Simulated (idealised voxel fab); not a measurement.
process module | voxel spacer lines
cross-section cut | 250 nm wide | cells 5 nm
A cross-section is a grid of square cells, given in bands from the top down. A band is one or more rows of cells.
Each band's line starts with the height of the band's top and of its bottom, in nm. Then come its materials from left to right, each with its width in nm. One material with "throughout" fills the band from edge to edge. "air" is empty space.
Height 0 is the level under which the wafer as received is all one material. The lowest band goes on downwards, as in "0 down".
A width such as "30 to 40" changes by the same amount from each row of cells to the next, from the band's top row to its bottom row.
"no change" after a step means that no cell of the cross-section changed.
closed voids: empty space of 8 cells or more with no open way to the top, each as width x height at its distance from the left edge, in nm
after a step's settings: what the simulator itself notes on the step
overlay nm, on a step with a mask: how far to the right of its planned place the mask lay; to the left if negative
plan
1 op RECEIVE | material Si
2 op CONFORMAL_DEP | material Al2O3 | thk nm 10
3 op DIRECTIONAL_DEP | material W | thk nm 10
4 op DIRECTIONAL_DEP | material aC | thk nm 25
5 op PATTERN | tone cover | mask id MANDREL | material resist | width nm 15 | pitch nm 60 | thk nm 30 | overlay nm -15
6 op DIRECTIONAL_ETCH | etch materials aC | depth nm 25
7 op STRIP | etch materials resist
8 op CONFORMAL_DEP | material SiO2 | thk nm 15
9 op DIRECTIONAL_ETCH | etch materials SiO2 | depth nm 15
10 op STRIP | etch materials aC
11 op DIRECTIONAL_ETCH | etch materials W | depth nm 10
12 op STRIP | etch materials SiO2
13 op FILL_DEP | material SiO2 | thk nm 10
14 op CMP | height nm 20
varied across the wafers: overlay nm of step 5. The plan shows the first wafer's value. All wafers start alike
first wafer as received, after step 1
  0 down: Si throughout
  closed voids: none
each wafer at the end: cells of each material gained (+) or lost (-) since it was received, then its closed voids
overlay nm -15 | +100 Al2O3 | +76 SiO2 | +24 W | closed voids: none
overlay nm -10 | +100 Al2O3 | +76 SiO2 | +24 W | closed voids: none
overlay nm -5 | +100 Al2O3 | +76 SiO2 | +24 W | closed voids: none
overlay nm 0 | +100 Al2O3 | +76 SiO2 | +24 W | closed voids: none
overlay nm 5 | +100 Al2O3 | +76 SiO2 | +24 W | closed voids: none
overlay nm 10 | +100 Al2O3 | +76 SiO2 | +24 W | closed voids: none
overlay nm 15 | +100 Al2O3 | +76 SiO2 | +24 W | closed voids: none
